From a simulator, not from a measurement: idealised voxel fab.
A process module follows: voxel quadruple lines.
Shown is cross-section cut, with a width of 220 nm and square cells of size 5 nm.
Bands, listed from the top down, are how a cross-section gets written in this document; the cross-section itself is a grid of square cells, and a band is one or more rows of them.
Heights first: top, then bottom, in nm. Then materials, left to right, each with a width in nm. "edge to edge" on a single material: fills the band edge to edge. "blank": empty space.
Height datum 0, below which the as-received substrate wafer is one material. Lowest band open at the bottom, running downward: "z 0 and below".
Per-row width for "30..40": begins at first number (top row of band), ends at second number (bottom row), increment between rows held constant.
The cross-section has no changed cell in any step marked "remained unchanged".
"Voids, enclosed" contains a list of empty spaces, each no smaller than 8 cells and without an open way to the top, written in the form width x height at distance with the distance from the left edge and all three in nm.
Note: text after step settings on the step line = simulator remark on that step.
The optional step-line setting "overlay nm" applies to steps with a mask and quantifies how far to the right of its planned location the mask lay, a negative value indicating leftward placement.

So here's the lineup of process steps we planned
step 1: RECEIVE, material Si
step 2: CONFORMAL_DEP, material SiO2, thk nm 10
step 3: DIRECTIONAL_DEP, material W, thk nm 15
step 4: DIRECTIONAL_DEP, material polySi, thk nm 20
step 5: DIRECTIONAL_DEP, material aC, thk nm 25
step 6: PATTERN, tone cover, mask id MANDREL, material resist, width nm 35, pitch nm 100, thk nm 35, overlay nm -15
step 7: DIRECTIONAL_ETCH, etch materials aC, depth nm 25
step 8: STRIP, etch materials resist
step 9: CONFORMAL_DEP, material SiO2, thk nm 15
step 10: DIRECTIONAL_ETCH, etch materials SiO2, depth nm 15
step 11: STRIP, etch materials aC
step 12: DIRECTIONAL_ETCH, etch materials polySi, depth nm 20
step 13: STRIP, etch materials SiO2
step 14: CONFORMAL_DEP, material SiCN, thk nm 10
step 15: DIRECTIONAL_ETCH, etch materials SiCN, depth nm 10
step 16: STRIP, etch materials polySi
step 17: DIRECTIONAL_ETCH, etch materials W, depth nm 15
step 18: STRIP, etch materials SiCN
step 19: FILL_DEP, material SiO2, thk nm 5
step 20: CMP, height nm 25
Same starting wafers, different overlay nm at step 6. Plan value belongs to the first wafer.

The first of several wafers as received, shown in cross-section; this is its state after step 1
z 0 and below = Si edge to edge
Voids, enclosed: none

So in this table every wafer gets its own row, and what you see is where it stands at the end of the module: for each material, how many cells it picked up (+) or gave up (-) since we received it, and after that its closed voids
overlay nm -15; +172 SiO2; +48 W; Voids, enclosed: none
overlay nm -10; +172 SiO2; +48 W; Voids, enclosed: none
overlay nm -5; +172 SiO2; +48 W; Voids, enclosed: none
overlay nm 0; +172 SiO2; +48 W; Voids, enclosed: none
overlay nm 5; +172 SiO2; +48 W; Voids, enclosed: none
overlay nm 10; +172 SiO2; +48 W; Voids, enclosed: none
overlay nm 15; +172 SiO2; +48 W; Voids, enclosed: none
